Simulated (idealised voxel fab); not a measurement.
The process module that follows is named voxel air gaps.
Square cells of 5 nm make up the cross-section cut, whose width is 210 nm.
Throughout this document, each cross-section is represented as a grid of square cells and is presented as a sequence of bands enumerated from the top downward, where a band comprises one or more rows of cells. Look at the band entry: it leads with the top's height and the bottom's height in nm. Then it lists the materials left to right, with a width in nm for each. The word "edge to edge" on a single material says that material fills the band edge to edge. The word "air" is empty space. Basically, 0 is our baseline, since under it the wafer straight out of the box is all one material. The bottom band has no lower end and keeps on going down, so it looks like "top 0, no bottom". Note: "30->40" means the width goes from the first number (top row of the band) to the second number (bottom row) in equal steps per row of cells. "left unchanged" means the step left every cell of the cross-section as it was. Heads up: "Sealed voids" only lists the empty pockets with no open path to the top that are 8 cells or more, and it writes them as width x height at distance, distance from the left edge, in nm. Heads up: the bit after the settings on a step's line is the simulator's remark on that step. overlay nm: mask right of planned place by this much (step with mask). Neg. = left.

Plan:
1. RECEIVE (material Si)
2. CONFORMAL_DEP (material SiO2; thk nm 15)
3. CONFORMAL_DEP (material SiCN; thk nm 5)
4. DIRECTIONAL_DEP (material SiO2; thk nm 40)
5. DIRECTIONAL_DEP (material aC; thk nm 15)
6. PATTERN (tone open; mask id LINES; material resist; width nm 20; pitch nm 50; thk nm 35; overlay nm 0)
7. DIRECTIONAL_ETCH (etch materials aC; depth nm 15)
8. STRIP (etch materials resist)
9. DIRECTIONAL_ETCH (etch materials SiO2; depth nm 40)
10. STRIP (etch materials aC)
11. CONFORMAL_DEP (material TiN; thk nm 5)
12. FILL_DEP (material Ru; thk nm 10)
13. CMP (height nm 60)
14. EPI (material Ru; thk nm 10)
15. SELECTIVE_ETCH (etch materials SiO2; depth nm 50)
16. CONFORMAL_DEP (material SiCN; thk nm 5)

Run as planned: first of two wafers:

Wafer at receipt (post step 1), cross-section:
	top 0, no bottom  Si edge to edge
	Sealed voids: none

The wafer in cross-section once step 2 is complete:
	top 15, bottom 0  SiO2 edge to edge
	Below a height of 0, the structure has not been altered.

The wafer in cross-section once step 3 is complete:
	top 20, bottom 15  SiCN edge to edge
	Below a height of 15, the structure has not been altered.

The wafer in cross-section once step 4 is complete:
	top 60, bottom 20  SiO2 edge to edge
	Below a height of 20, the structure has not been altered.

The wafer in cross-section once step 5 is complete:
	top 75, bottom 60  aC edge to edge
	Below a height of 60, the structure has not been altered.

The wafer in cross-section once step 6 is complete:
	top 110, bottom 75  resist 20; air 20; resist 30; air 20; resist 30; air 20; resist 30; air 20; resist 20
	Below a height of 75, the structure has not been altered.

The wafer in cross-section once step 7 is complete:
	top 95, bottom 75  resist 20; air 20; resist 30; air 20; resist 30; air 20; resist 30; air 20; resist 20
	top 75, bottom 60  aC 20; air 20; aC 30; air 20; aC 30; air 20; aC 30; air 20; aC 20
	Below a height of 60, the structure has not been altered.

The wafer in cross-section once step 8 is complete:
	top 75, bottom 60  aC 20; air 20; aC 30; air 20; aC 30; air 20; aC 30; air 20; aC 20
	Below a height of 60, the structure has not been altered.

The wafer in cross-section once step 9 is complete:
	top 75, bottom 60  aC 20; air 20; aC 30; air 20; aC 30; air 20; aC 30; air 20; aC 20
	top 60, bottom 20  SiO2 20; air 20; SiO2 30; air 20; SiO2 30; air 20; SiO2 30; air 20; SiO2 20
	Below a height of 20, the structure has not been altered.

The wafer in cross-section once step 10 is complete:
	top 60, bottom 20  SiO2 20; air 20; SiO2 30; air 20; SiO2 30; air 20; SiO2 30; air 20; SiO2 20
	Below a height of 20, the structure has not been altered.

The wafer in cross-section once step 11 is complete:
	top 65, bottom 60  TiN 25; air 10; TiN 40; air 10; TiN 40; air 10; TiN 40; air 10; TiN 25
	top 60, bottom 25  SiO2 20; TiN 5; air 10; TiN 5; SiO2 30; TiN 5; air 10; TiN 5; SiO2 30; TiN 5; air 10; TiN 5; SiO2 30; TiN 5; air 10; TiN 5; SiO2 20
	top 25, bottom 20  SiO2 20; TiN 20; SiO2 30; TiN 20; SiO2 30; TiN 20; SiO2 30; TiN 20; SiO2 20
	Below a height of 20, the structure has not been altered.

The wafer in cross-section once step 12 is complete:
	top 75, bottom 65  Ru edge to edge
	top 65, bottom 60  TiN 25; Ru 10; TiN 40; Ru 10; TiN 40; Ru 10; TiN 40; Ru 10; TiN 25
	top 60, bottom 25  SiO2 20; TiN 5; Ru 10; TiN 5; SiO2 30; TiN 5; Ru 10; TiN 5; SiO2 30; TiN 5; Ru 10; TiN 5; SiO2 30; TiN 5; Ru 10; TiN 5; SiO2 20
	Below a height of 25, the structure has not been altered.

The wafer in cross-section once step 13 is complete:
	top 60, bottom 25  SiO2 20; TiN 5; Ru 10; TiN 5; SiO2 30; TiN 5; Ru 10; TiN 5; SiO2 30; TiN 5; Ru 10; TiN 5; SiO2 30; TiN 5; Ru 10; TiN 5; SiO2 20
	Below a height of 25, the structure has not been altered.

The wafer in cross-section once step 14 is complete:
	top 70, bottom 60  air 10; Ru 40; air 10; Ru 40; air 10; Ru 40; air 10; Ru 40; air 10
	Below a height of 60, the structure has not been altered.

The wafer in cross-section once step 15 is complete:
	top 70, bottom 60  air 10; Ru 40; air 10; Ru 40; air 10; Ru 40; air 10; Ru 40; air 10
	top 60, bottom 25  air 20; TiN 5; Ru 10; TiN 5; air 30; TiN 5; Ru 10; TiN 5; air 30; TiN 5; Ru 10; TiN 5; air 30; TiN 5; Ru 10; TiN 5; air 20
	top 25, bottom 20  air 20; TiN 20; air 30; TiN 20; air 30; TiN 20; air 30; TiN 20; air 20
	Below a height of 20, the structure has not been altered.

The wafer in cross-section once step 16 is complete:
	top 75, bottom 70  air 5; SiCN 200; air 5
	top 70, bottom 60  air 5; SiCN 5; Ru 40; SiCN 10; Ru 40; SiCN 10; Ru 40; SiCN 10; Ru 40; SiCN 5; air 5
	top 60, bottom 55  air 5; SiCN 15; TiN 5; Ru 10; TiN 5; SiCN 30; TiN 5; Ru 10; TiN 5; SiCN 30; TiN 5; Ru 10; TiN 5; SiCN 30; TiN 5; Ru 10; TiN 5; SiCN 15; air 5
	top 55, bottom 25  air 15; SiCN 5; TiN 5; Ru 10; TiN 5; SiCN 5; air 20; SiCN 5; TiN 5; Ru 10; TiN 5; SiCN 5; air 20; SiCN 5; TiN 5; Ru 10; TiN 5; SiCN 5; air 20; SiCN 5; TiN 5; Ru 10; TiN 5; SiCN 5; air 15
	top 25, bottom 20  SiCN 20; TiN 20; SiCN 30; TiN 20; SiCN 30; TiN 20; SiCN 30; TiN 20; SiCN 20
	Below a height of 20, the structure has not been altered.
	Sealed voids: 20 x 30 at 45; 20 x 30 at 95; 20 x 30 at 145

Wafer two: like wafer one in start and plan, but with one mistake in execution; identical up to and including step 10:

Second wafer: cross-section at the scheduled end of step 11:
	top 65, bottom 60  SiCN 25; air 10; SiCN 40; air 10; SiCN 40; air 10; SiCN 40; air 10; SiCN 25
	top 60, bottom 25  SiO2 20; SiCN 5; air 10; SiCN 5; SiO2 30; SiCN 5; air 10; SiCN 5; SiO2 30; SiCN 5; air 10; SiCN 5; SiO2 30; SiCN 5; air 10; SiCN 5; SiO2 20
	top 25, bottom 20  SiO2 20; SiCN 20; SiO2 30; SiCN 20; SiO2 30; SiCN 20; SiO2 30; SiCN 20; SiO2 20
	Below a height of 20, the structure has not been altered.

Second wafer: cross-section at the scheduled end of step 12:
	top 75, bottom 65  Ru edge to edge
	top 65, bottom 60  SiCN 25; Ru 10; SiCN 40; Ru 10; SiCN 40; Ru 10; SiCN 40; Ru 10; SiCN 25
	top 60, bottom 25  SiO2 20; SiCN 5; Ru 10; SiCN 5; SiO2 30; SiCN 5; Ru 10; SiCN 5; SiO2 30; SiCN 5; Ru 10; SiCN 5; SiO2 30; SiCN 5; Ru 10; SiCN 5; SiO2 20
	Below a height of 25, the structure has not been altered.

Second wafer: cross-section at the scheduled end of step 13:
	top 60, bottom 25  SiO2 20; SiCN 5; Ru 10; SiCN 5; SiO2 30; SiCN 5; Ru 10; SiCN 5; SiO2 30; SiCN 5; Ru 10; SiCN 5; SiO2 30; SiCN 5; Ru 10; SiCN 5; SiO2 20
	Below a height of 25, the structure has not been altered.

Second wafer: cross-section at the scheduled end of step 14:
	top 70, bottom 60  air 15; Ru 30; air 20; Ru 30; air 20; Ru 30; air 20; Ru 30; air 15
	Below a height of 60, the structure has not been altered.

Second wafer: cross-section at the scheduled end of step 15:
	top 70, bottom 60  air 15; Ru 30; air 20; Ru 30; air 20; Ru 30; air 20; Ru 30; air 15
	top 60, bottom 25  air 20; SiCN 5; Ru 10; SiCN 5; air 30; SiCN 5; Ru 10; SiCN 5; air 30; SiCN 5; Ru 10; SiCN 5; air 30; SiCN 5; Ru 10; SiCN 5; air 20
	top 25, bottom 20  air 20; SiCN 20; air 30; SiCN 20; air 30; SiCN 20; air 30; SiCN 20; air 20
	Below a height of 20, the structure has not been altered.

Second wafer: cross-section at the scheduled end of step 16:
	top 75, bottom 70  air 10; SiCN 40; air 10; SiCN 40; air 10; SiCN 40; air 10; SiCN 40; air 10
	top 70, bottom 60  air 10; SiCN 5; Ru 30; SiCN 5; air 10; SiCN 5; Ru 30; SiCN 5; air 10; SiCN 5; Ru 30; SiCN 5; air 10; SiCN 5; Ru 30; SiCN 5; air 10
	top 60, bottom 55  air 10; SiCN 15; Ru 10; SiCN 15; air 10; SiCN 15; Ru 10; SiCN 15; air 10; SiCN 15; Ru 10; SiCN 15; air 10; SiCN 15; Ru 10; SiCN 15; air 10
	top 55, bottom 25  air 15; SiCN 10; Ru 10; SiCN 10; air 20; SiCN 10; Ru 10; SiCN 10; air 20; SiCN 10; Ru 10; SiCN 10; air 20; SiCN 10; Ru 10; SiCN 10; air 15
	top 25, bottom 15  SiCN edge to edge
	Below a height of 15, the structure has not been altered.
Diagnosis: off-plan run, step 11, actual operation and settings CONFORMAL_DEP (material SiCN; thk nm 5)
at the end the second wafer has, in cells: Ru -16; SiCN +56; TiN -72
By the end, 3 closed voids are present in the first wafer and 0 in the second.
